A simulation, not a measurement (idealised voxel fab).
This section sets out a process module, namely voxel transistor to metal.
Shown is cross-section cut, with a width of 185 nm and square cells of size 5 nm.
Think of the cross-section as a grid of square cells. We describe it in bands, top to bottom, and each band covers one or more rows of those cells. Look at the band entry: it leads with the top's height and the bottom's height in nm. Then it lists the materials left to right, with a width in nm for each. The word "edge to edge" on a single material says that material fills the band edge to edge. The word "empty" is empty space. Counting heights begins at 0, where everything beneath is, in the wafer as received, one material. The lowest band has no bottom; it goes on downwards, as "0 down" shows. So if you see something like "30->40" for the width, read it as the top row of the band sitting at the first number and the bottom row at the second, with every row in between moving by the same amount as the last. It should be understood that the words "nothing got changed", when stated for a given step, signify that the cross-section underwent no change in any of its cells during that step. Voids not open to the top, 8 cells minimum: see "Enclosed internal cavities". Written width x height at distance; distance is from the left edge; nm. It should be noted that, on the line of a given step, the content following the step's settings is a remark produced by the simulator itself with respect to that step. You can add "overlay nm" to a step's line. For a step with a mask, it describes how far the mask lay to the right of its planned position, and a negative number describes a lay to the left.
[Steps in the process plan]
- 1: RECEIVE, material Si
- 2: OXIDIZE, depth nm 5
- 3: CONFORMAL_DEP, material SiN, thk nm 10
- 4: PATTERN, tone cover, mask id ACTIVE, material resist, width nm 115, thk nm 15, overlay nm 0
- 5: DIRECTIONAL_ETCH, etch materials SiN, depth nm 10
- 6: DIRECTIONAL_ETCH, etch materials SiO2, depth nm 5
- 7: DIRECTIONAL_ETCH, etch materials Si, depth nm 35
- 8: STRIP, etch materials resist
- 9: OXIDIZE, depth nm 5
- 10: FILL_DEP, material SiO2, thk nm 5
- 11: CMP, height nm 10
- 12: SELECTIVE_ETCH, etch materials SiO2, depth nm 5
- 13: STRIP, etch materials SiN
- 14: SELECTIVE_ETCH, etch materials SiO2, depth nm 5
- 15: OXIDIZE, depth nm 5
- 16: DIRECTIONAL_DEP, material polySi, thk nm 25
- 17: DIRECTIONAL_DEP, material SiCN, thk nm 10
- 18: MASKED_ETCH, tone cover, mask id GATE, width nm 35, etch materials SiCN, depth nm 20, overlay nm 0
- 19: MASKED_ETCH, tone cover, mask id GATE, width nm 35, etch materials polySi, depth nm 35, overlay nm 0
- 20: CONFORMAL_DEP, material SiN, thk nm 10
- 21: DIRECTIONAL_ETCH, etch materials SiN, depth nm 10
- 22: DIRECTIONAL_ETCH, etch materials SiO2, depth nm 5
- 23: DIRECTIONAL_ETCH, etch materials Si, depth nm 10
- 24: EPI, material pSi, thk nm 15
- 25: FILL_DEP, material SiO2, thk nm 5
- 26: CMP, height nm 20
- 27: STRIP, etch materials polySi
- 28: SELECTIVE_ETCH, etch materials SiO2, depth nm 5
- 29: CONFORMAL_DEP, material HfO2, thk nm 5
- 30: CONFORMAL_DEP, material TiN, thk nm 5
- 31: FILL_DEP, material W, thk nm 5
- 32: CMP, height nm 15
- 33: DIRECTIONAL_DEP, material SiO2, thk nm 10
- 34: DIRECTIONAL_DEP, material aC, thk nm 15
- 35: PATTERN, tone open, mask id CONTACT, material resist, width nm 15, pitch nm 90, thk nm 35, overlay nm 0
- 36: DIRECTIONAL_ETCH, etch materials aC, depth nm 15
- 37: STRIP, etch materials resist
- 38: DIRECTIONAL_ETCH, etch materials SiO2, depth nm 30
- 39: STRIP, etch materials aC
- 40: CONFORMAL_DEP, material TiN, thk nm 5
- 41: FILL_DEP, material W, thk nm 10
- 42: CMP, height nm 25
- 43: DIRECTIONAL_DEP, material TiN, thk nm 5
- 44: DIRECTIONAL_DEP, material Ru, thk nm 20
- 45: MASKED_ETCH, tone cover, mask id METAL_1, width nm 15, pitch nm 90, etch materials Ru, depth nm 20, overlay nm 0
- 46: MASKED_ETCH, tone cover, mask id METAL_1, width nm 15, pitch nm 90, etch materials TiN, depth nm 5, overlay nm 0
- 47: CONFORMAL_DEP, material SiN, thk nm 5
- 48: FILL_DEP, material SiO2, thk nm 10
- 49: CMP, height nm 50
- 50: CONFORMAL_DEP, material SiCN, thk nm 5
[First of the two wafers, run per plan]
[As-received wafer cross-section (after step 1)]
	0 down = Si edge to edge
	Enclosed internal cavities: none
[Cross-section: wafer state after step 2]
	0 to -5 = SiO2 edge to edge
	Unchanged below -5.
[Cross-section: wafer state after step 3]
	10 to 0 = SiN edge to edge
	Unchanged below 0.
[Cross-section: wafer state after step 4]
	25 to 10 = 35 of empty; 115 of resist; 35 of empty
	Unchanged below 10.
[Cross-section: wafer state after step 5]
	25 to 10 = 35 of empty; 115 of resist; 35 of empty
	10 to 0 = 35 of empty; 115 of SiN; 35 of empty
	Unchanged below 0.
[Cross-section: wafer state after step 6]
	25 to 10 = 35 of empty; 115 of resist; 35 of empty
	10 to 0 = 35 of empty; 115 of SiN; 35 of empty
	0 to -5 = 35 of empty; 115 of SiO2; 35 of empty
	Unchanged below -5.
[Cross-section: wafer state after step 7]
	25 to 10 = 35 of empty; 115 of resist; 35 of empty
	10 to 0 = 35 of empty; 115 of SiN; 35 of empty
	0 to -5 = 35 of empty; 115 of SiO2; 35 of empty
	-5 to -40 = 35 of empty; 115 of Si; 35 of empty
	Unchanged below -40.
[Cross-section: wafer state after step 8]
	10 to 0 = 35 of empty; 115 of SiN; 35 of empty
	Unchanged below 0.
[Cross-section: wafer state after step 9]
	10 to 0 = 35 of empty; 115 of SiN; 35 of empty
	0 to -5 = 35 of empty; 115 of SiO2; 35 of empty
	-5 to -40 = 35 of empty; 5 of SiO2; 105 of Si; 5 of SiO2; 35 of empty
	-40 to -45 = 40 of SiO2; 105 of Si; 40 of SiO2
	Unchanged below -45.
[Cross-section: wafer state after step 10]
	15 to 10 = SiO2 edge to edge
	10 to 0 = 35 of SiO2; 115 of SiN; 35 of SiO2
	0 to -5 = SiO2 edge to edge
	-5 to -45 = 40 of SiO2; 105 of Si; 40 of SiO2
	Unchanged below -45.
[Cross-section: wafer state after step 11]
	10 to 0 = 35 of SiO2; 115 of SiN; 35 of SiO2
	Unchanged below 0.
[Cross-section: wafer state after step 12]
	10 to 5 = 35 of empty; 115 of SiN; 35 of empty
	Unchanged below 5.
[Cross-section: wafer state after step 13]
	5 to 0 = 35 of SiO2; 115 of empty; 35 of SiO2
	Unchanged below 0.
[Cross-section: wafer state after step 14]
	0 to -5 = 30 of SiO2; 125 of empty; 30 of SiO2
	Unchanged below -5.
[Cross-section: wafer state after step 15]
	0 to -5 = 30 of SiO2; 125 of empty; 30 of SiO2
	-5 to -10 = SiO2 edge to edge
	Unchanged below -10.
[Cross-section: wafer state after step 16]
	25 to 20 = 30 of polySi; 125 of empty; 30 of polySi
	20 to 0 = polySi edge to edge
	0 to -5 = 30 of SiO2; 125 of polySi; 30 of SiO2
	Unchanged below -5.
[Cross-section: wafer state after step 17]
	35 to 30 = 30 of SiCN; 125 of empty; 30 of SiCN
	30 to 25 = SiCN edge to edge
	25 to 20 = 30 of polySi; 125 of SiCN; 30 of polySi
	Unchanged below 20.
[Cross-section: wafer state after step 18]
	30 to 25 = 75 of empty; 35 of SiCN; 75 of empty
	25 to 20 = 30 of polySi; 45 of empty; 35 of SiCN; 45 of empty; 30 of polySi
	Unchanged below 20.
[Cross-section: wafer state after step 19]
	30 to 20 = 75 of empty; 35 of SiCN; 75 of empty
	20 to 0 = 75 of empty; 35 of polySi; 75 of empty
	0 to -5 = 30 of SiO2; 45 of empty; 35 of polySi; 45 of empty; 30 of SiO2
	Unchanged below -5.
[Cross-section: wafer state after step 20]
	40 to 30 = 65 of empty; 55 of SiN; 65 of empty
	30 to 20 = 65 of empty; 10 of SiN; 35 of SiCN; 10 of SiN; 65 of empty
	20 to 10 = 65 of empty; 10 of SiN; 35 of polySi; 10 of SiN; 65 of empty
	10 to 5 = 40 of SiN; 25 of empty; 10 of SiN; 35 of polySi; 10 of SiN; 25 of empty; 40 of SiN
	5 to 0 = 75 of SiN; 35 of polySi; 75 of SiN
	0 to -5 = 30 of SiO2; 45 of SiN; 35 of polySi; 45 of SiN; 30 of SiO2
	Unchanged below -5.
[Cross-section: wafer state after step 21]
	30 to 20 = 65 of empty; 10 of SiN; 35 of SiCN; 10 of SiN; 65 of empty
	20 to 0 = 65 of empty; 10 of SiN; 35 of polySi; 10 of SiN; 65 of empty
	0 to -5 = 30 of SiO2; 10 of SiN; 25 of empty; 10 of SiN; 35 of polySi; 10 of SiN; 25 of empty; 10 of SiN; 30 of SiO2
	Unchanged below -5.
[Cross-section: wafer state after step 22]
	30 to 20 = 65 of empty; 10 of SiN; 35 of SiCN; 10 of SiN; 65 of empty
	20 to 0 = 65 of empty; 10 of SiN; 35 of polySi; 10 of SiN; 65 of empty
	0 to -5 = 30 of empty; 10 of SiN; 25 of empty; 10 of SiN; 35 of polySi; 10 of SiN; 25 of empty; 10 of SiN; 30 of empty
	-5 to -10 = 40 of SiO2; 25 of empty; 55 of SiO2; 25 of empty; 40 of SiO2
	Unchanged below -10.
[Cross-section: wafer state after step 23]
	30 to 20 = 65 of empty; 10 of SiN; 35 of SiCN; 10 of SiN; 65 of empty
	20 to 0 = 65 of empty; 10 of SiN; 35 of polySi; 10 of SiN; 65 of empty
	0 to -5 = 30 of empty; 10 of SiN; 25 of empty; 10 of SiN; 35 of polySi; 10 of SiN; 25 of empty; 10 of SiN; 30 of empty
	-5 to -10 = 40 of SiO2; 25 of empty; 55 of SiO2; 25 of empty; 40 of SiO2
	-10 to -20 = 40 of SiO2; 25 of empty; 55 of Si; 25 of empty; 40 of SiO2
	Unchanged below -20.
[Cross-section: wafer state after step 24]
	30 to 20 = 65 of empty; 10 of SiN; 35 of SiCN; 10 of SiN; 65 of empty
	20 to 5 = 65 of empty; 10 of SiN; 35 of polySi; 10 of SiN; 65 of empty
	5 to 0 = 50 of empty; 15 of pSi; 10 of SiN; 35 of polySi; 10 of SiN; 15 of pSi; 50 of empty
	0 to -5 = 30 of empty; 10 of SiN; 10 of empty; 15 of pSi; 10 of SiN; 35 of polySi; 10 of SiN; 15 of pSi; 10 of empty; 10 of SiN; 30 of empty
	-5 to -10 = 40 of SiO2; 25 of pSi; 55 of SiO2; 25 of pSi; 40 of SiO2
	-10 to -20 = 40 of SiO2; 25 of pSi; 55 of Si; 25 of pSi; 40 of SiO2
	Unchanged below -20.
[Cross-section: wafer state after step 25]
	35 to 30 = SiO2 edge to edge
	30 to 20 = 65 of SiO2; 10 of SiN; 35 of SiCN; 10 of SiN; 65 of SiO2
	20 to 5 = 65 of SiO2; 10 of SiN; 35 of polySi; 10 of SiN; 65 of SiO2
	5 to 0 = 50 of SiO2; 15 of pSi; 10 of SiN; 35 of polySi; 10 of SiN; 15 of pSi; 50 of SiO2
	0 to -5 = 30 of SiO2; 10 of SiN; 10 of SiO2; 15 of pSi; 10 of SiN; 35 of polySi; 10 of SiN; 15 of pSi; 10 of SiO2; 10 of SiN; 30 of SiO2
	Unchanged below -5.
[Cross-section: wafer state after step 26]
	20 to 5 = 65 of SiO2; 10 of SiN; 35 of polySi; 10 of SiN; 65 of SiO2
	Unchanged below 5.
[Cross-section: wafer state after step 27]
	20 to 5 = 65 of SiO2; 10 of SiN; 35 of empty; 10 of SiN; 65 of SiO2
	5 to 0 = 50 of SiO2; 15 of pSi; 10 of SiN; 35 of empty; 10 of SiN; 15 of pSi; 50 of SiO2
	0 to -5 = 30 of SiO2; 10 of SiN; 10 of SiO2; 15 of pSi; 10 of SiN; 35 of empty; 10 of SiN; 15 of pSi; 10 of SiO2; 10 of SiN; 30 of SiO2
	Unchanged below -5.
[Cross-section: wafer state after step 28]
	20 to 15 = 65 of empty; 10 of SiN; 35 of empty; 10 of SiN; 65 of empty
	15 to 5 = 65 of SiO2; 10 of SiN; 35 of empty; 10 of SiN; 65 of SiO2
	5 to 0 = 50 of SiO2; 15 of pSi; 10 of SiN; 35 of empty; 10 of SiN; 15 of pSi; 50 of SiO2
	0 to -5 = 30 of SiO2; 10 of SiN; 10 of SiO2; 15 of pSi; 10 of SiN; 35 of empty; 10 of SiN; 15 of pSi; 10 of SiO2; 10 of SiN; 30 of SiO2
	-5 to -10 = 40 of SiO2; 25 of pSi; 5 of SiO2; 45 of empty; 5 of SiO2; 25 of pSi; 40 of SiO2
	Unchanged below -10.
[Cross-section: wafer state after step 29]
	25 to 20 = 60 of empty; 20 of HfO2; 25 of empty; 20 of HfO2; 60 of empty
	20 to 15 = 65 of HfO2; 10 of SiN; 5 of HfO2; 25 of empty; 5 of HfO2; 10 of SiN; 65 of HfO2
	15 to 5 = 65 of SiO2; 10 of SiN; 5 of HfO2; 25 of empty; 5 of HfO2; 10 of SiN; 65 of SiO2
	5 to 0 = 50 of SiO2; 15 of pSi; 10 of SiN; 5 of HfO2; 25 of empty; 5 of HfO2; 10 of SiN; 15 of pSi; 50 of SiO2
	0 to -5 = 30 of SiO2; 10 of SiN; 10 of SiO2; 15 of pSi; 10 of SiN; 5 of HfO2; 25 of empty; 5 of HfO2; 10 of SiN; 15 of pSi; 10 of SiO2; 10 of SiN; 30 of SiO2
	-5 to -10 = 40 of SiO2; 25 of pSi; 5 of SiO2; 45 of HfO2; 5 of SiO2; 25 of pSi; 40 of SiO2
	Unchanged below -10.
[Cross-section: wafer state after step 30]
	30 to 25 = 55 of empty; 30 of TiN; 15 of empty; 30 of TiN; 55 of empty
	25 to 20 = 60 of TiN; 20 of HfO2; 5 of TiN; 15 of empty; 5 of TiN; 20 of HfO2; 60 of TiN
	20 to 15 = 65 of HfO2; 10 of SiN; 5 of HfO2; 5 of TiN; 15 of empty; 5 of TiN; 5 of HfO2; 10 of SiN; 65 of HfO2
	15 to 5 = 65 of SiO2; 10 of SiN; 5 of HfO2; 5 of TiN; 15 of empty; 5 of TiN; 5 of HfO2; 10 of SiN; 65 of SiO2
	5 to 0 = 50 of SiO2; 15 of pSi; 10 of SiN; 5 of HfO2; 5 of TiN; 15 of empty; 5 of TiN; 5 of HfO2; 10 of SiN; 15 of pSi; 50 of SiO2
	0 to -5 = 30 of SiO2; 10 of SiN; 10 of SiO2; 15 of pSi; 10 of SiN; 5 of HfO2; 25 of TiN; 5 of HfO2; 10 of SiN; 15 of pSi; 10 of SiO2; 10 of SiN; 30 of SiO2
	Unchanged below -5.
[Cross-section: wafer state after step 31]
	35 to 30 = W edge to edge
	30 to 25 = 55 of W; 30 of TiN; 15 of W; 30 of TiN; 55 of W
	25 to 20 = 60 of TiN; 20 of HfO2; 5 of TiN; 15 of W; 5 of TiN; 20 of HfO2; 60 of TiN
	20 to 15 = 65 of HfO2; 10 of SiN; 5 of HfO2; 5 of TiN; 15 of W; 5 of TiN; 5 of HfO2; 10 of SiN; 65 of HfO2
	15 to 5 = 65 of SiO2; 10 of SiN; 5 of HfO2; 5 of TiN; 15 of W; 5 of TiN; 5 of HfO2; 10 of SiN; 65 of SiO2
	5 to 0 = 50 of SiO2; 15 of pSi; 10 of SiN; 5 of HfO2; 5 of TiN; 15 of W; 5 of TiN; 5 of HfO2; 10 of SiN; 15 of pSi; 50 of SiO2
	Unchanged below 0.
[Cross-section: wafer state after step 32]
	15 to 5 = 65 of SiO2; 10 of SiN; 5 of HfO2; 5 of TiN; 15 of W; 5 of TiN; 5 of HfO2; 10 of SiN; 65 of SiO2
	Unchanged below 5.
[Cross-section: wafer state after step 33]
	25 to 15 = SiO2 edge to edge
	Unchanged below 15.
[Cross-section: wafer state after step 34]
	40 to 25 = aC edge to edge
	Unchanged below 25.
[Cross-section: wafer state after step 35]
	75 to 40 = 40 of resist; 15 of empty; 75 of resist; 15 of empty; 40 of resist
	Unchanged below 40.
[Cross-section: wafer state after step 36]
	60 to 40 = 40 of resist; 15 of empty; 75 of resist; 15 of empty; 40 of resist
	40 to 25 = 40 of aC; 15 of empty; 75 of aC; 15 of empty; 40 of aC
	Unchanged below 25.
[Cross-section: wafer state after step 37]
	40 to 25 = 40 of aC; 15 of empty; 75 of aC; 15 of empty; 40 of aC
	Unchanged below 25.
[Cross-section: wafer state after step 38]
	40 to 25 = 40 of aC; 15 of empty; 75 of aC; 15 of empty; 40 of aC
	25 to 15 = 40 of SiO2; 15 of empty; 75 of SiO2; 15 of empty; 40 of SiO2
	15 to 5 = 40 of SiO2; 15 of empty; 10 of SiO2; 10 of SiN; 5 of HfO2; 5 of TiN; 15 of W; 5 of TiN; 5 of HfO2; 10 of SiN; 10 of SiO2; 15 of empty; 40 of SiO2
	5 to 0 = 40 of SiO2; 10 of empty; 15 of pSi; 10 of SiN; 5 of HfO2; 5 of TiN; 15 of W; 5 of TiN; 5 of HfO2; 10 of SiN; 15 of pSi; 10 of empty; 40 of SiO2
	0 to -5 = 30 of SiO2; 10 of SiN; 10 of empty; 15 of pSi; 10 of SiN; 5 of HfO2; 25 of TiN; 5 of HfO2; 10 of SiN; 15 of pSi; 10 of empty; 10 of SiN; 30 of SiO2
	Unchanged below -5.
[Cross-section: wafer state after step 39]
	25 to 15 = 40 of SiO2; 15 of empty; 75 of SiO2; 15 of empty; 40 of SiO2
	Unchanged below 15.
[Cross-section: wafer state after step 40]
	30 to 25 = 45 of TiN; 5 of empty; 85 of TiN; 5 of empty; 45 of TiN
	25 to 15 = 40 of SiO2; 5 of TiN; 5 of empty; 5 of TiN; 75 of SiO2; 5 of TiN; 5 of empty; 5 of TiN; 40 of SiO2
	15 to 10 = 40 of SiO2; 5 of TiN; 5 of empty; 5 of TiN; 10 of SiO2; 10 of SiN; 5 of HfO2; 5 of TiN; 15 of W; 5 of TiN; 5 of HfO2; 10 of SiN; 10 of SiO2; 5 of TiN; 5 of empty; 5 of TiN; 40 of SiO2
	10 to 5 = 40 of SiO2; 15 of TiN; 10 of SiO2; 10 of SiN; 5 of HfO2; 5 of TiN; 15 of W; 5 of TiN; 5 of HfO2; 10 of SiN; 10 of SiO2; 15 of TiN; 40 of SiO2
	5 to 0 = 40 of SiO2; 10 of TiN; 15 of pSi; 10 of SiN; 5 of HfO2; 5 of TiN; 15 of W; 5 of TiN; 5 of HfO2; 10 of SiN; 15 of pSi; 10 of TiN; 40 of SiO2
	0 to -5 = 30 of SiO2; 10 of SiN; 10 of TiN; 15 of pSi; 10 of SiN; 5 of HfO2; 25 of TiN; 5 of HfO2; 10 of SiN; 15 of pSi; 10 of TiN; 10 of SiN; 30 of SiO2
	Unchanged below -5.
[Cross-section: wafer state after step 41]
	40 to 30 = W edge to edge
	30 to 25 = 45 of TiN; 5 of W; 85 of TiN; 5 of W; 45 of TiN
	25 to 15 = 40 of SiO2; 5 of TiN; 5 of W; 5 of TiN; 75 of SiO2; 5 of TiN; 5 of W; 5 of TiN; 40 of SiO2
	15 to 10 = 40 of SiO2; 5 of TiN; 5 of W; 5 of TiN; 10 of SiO2; 10 of SiN; 5 of HfO2; 5 of TiN; 15 of W; 5 of TiN; 5 of HfO2; 10 of SiN; 10 of SiO2; 5 of TiN; 5 of W; 5 of TiN; 40 of SiO2
	Unchanged below 10.
[Cross-section: wafer state after step 42]
	25 to 15 = 40 of SiO2; 5 of TiN; 5 of W; 5 of TiN; 75 of SiO2; 5 of TiN; 5 of W; 5 of TiN; 40 of SiO2
	Unchanged below 15.
[Cross-section: wafer state after step 43]
	30 to 25 = TiN edge to edge
	Unchanged below 25.
[Cross-section: wafer state after step 44]
	50 to 30 = Ru edge to edge
	Unchanged below 30.
[Cross-section: wafer state after step 45]
	50 to 30 = 40 of empty; 15 of Ru; 75 of empty; 15 of Ru; 40 of empty
	Unchanged below 30.
[Cross-section: wafer state after step 46]
	50 to 30 = 40 of empty; 15 of Ru; 75 of empty; 15 of Ru; 40 of empty
	30 to 25 = 40 of empty; 15 of TiN; 75 of empty; 15 of TiN; 40 of empty
	Unchanged below 25.
[Cross-section: wafer state after step 47]
	55 to 50 = 35 of empty; 25 of SiN; 65 of empty; 25 of SiN; 35 of empty
	50 to 30 = 35 of empty; 5 of SiN; 15 of Ru; 5 of SiN; 65 of empty; 5 of SiN; 15 of Ru; 5 of SiN; 35 of empty
	30 to 25 = 40 of SiN; 15 of TiN; 75 of SiN; 15 of TiN; 40 of SiN
	Unchanged below 25.
[Cross-section: wafer state after step 48]
	65 to 55 = SiO2 edge to edge
	55 to 50 = 35 of SiO2; 25 of SiN; 65 of SiO2; 25 of SiN; 35 of SiO2
	50 to 30 = 35 of SiO2; 5 of SiN; 15 of Ru; 5 of SiN; 65 of SiO2; 5 of SiN; 15 of Ru; 5 of SiN; 35 of SiO2
	Unchanged below 30.
[Cross-section: wafer state after step 49]
	50 to 30 = 35 of SiO2; 5 of SiN; 15 of Ru; 5 of SiN; 65 of SiO2; 5 of SiN; 15 of Ru; 5 of SiN; 35 of SiO2
	Unchanged below 30.
[Cross-section: wafer state after step 50]
	55 to 50 = SiCN edge to edge
	Unchanged below 50.
[Second wafer: same start and same plan as the first, one execution error; identical to the first through step 44]
[Second wafer shown in cross-section at the time step 45 was slated to end]
	50 to 30 = 40 of empty; 20 of Ru; 70 of empty; 20 of Ru; 35 of empty
	Unchanged below 30.
[Second wafer shown in cross-section at the time step 46 was slated to end]
	50 to 30 = 40 of empty; 20 of Ru; 70 of empty; 20 of Ru; 35 of empty
	30 to 25 = 40 of empty; 20 of TiN; 70 of empty; 20 of TiN; 35 of empty
	Unchanged below 25.
[Second wafer shown in cross-section at the time step 47 was slated to end]
	55 to 50 = 35 of empty; 30 of SiN; 60 of empty; 30 of SiN; 30 of empty
	50 to 30 = 35 of empty; 5 of SiN; 20 of Ru; 5 of SiN; 60 of empty; 5 of SiN; 20 of Ru; 5 of SiN; 30 of empty
	30 to 25 = 40 of SiN; 20 of TiN; 70 of SiN; 20 of TiN; 35 of SiN
	Unchanged below 25.
[Second wafer shown in cross-section at the time step 48 was slated to end]
	65 to 55 = SiO2 edge to edge
	55 to 50 = 35 of SiO2; 30 of SiN; 60 of SiO2; 30 of SiN; 30 of SiO2
	50 to 30 = 35 of SiO2; 5 of SiN; 20 of Ru; 5 of SiN; 60 of SiO2; 5 of SiN; 20 of Ru; 5 of SiN; 30 of SiO2
	Unchanged below 30.
[Second wafer shown in cross-section at the time step 49 was slated to end]
	50 to 30 = 35 of SiO2; 5 of SiN; 20 of Ru; 5 of SiN; 60 of SiO2; 5 of SiN; 20 of Ru; 5 of SiN; 30 of SiO2
	Unchanged below 30.
[Second wafer shown in cross-section at the time step 50 was slated to end]
	55 to 50 = SiCN edge to edge
	Unchanged below 50.
what went wrong: step 45 deviated from plan and actually ran as MASKED_ETCH, tone cover, mask id METAL_1, width nm 20, pitch nm 90, etch materials Ru, depth nm 20, overlay nm 0
Counted in cells at the end, the second wafer holds more or fewer of these materials than the first: Ru: 8 more; SiN: 2 fewer; SiO2: 8 fewer; TiN: 2 more
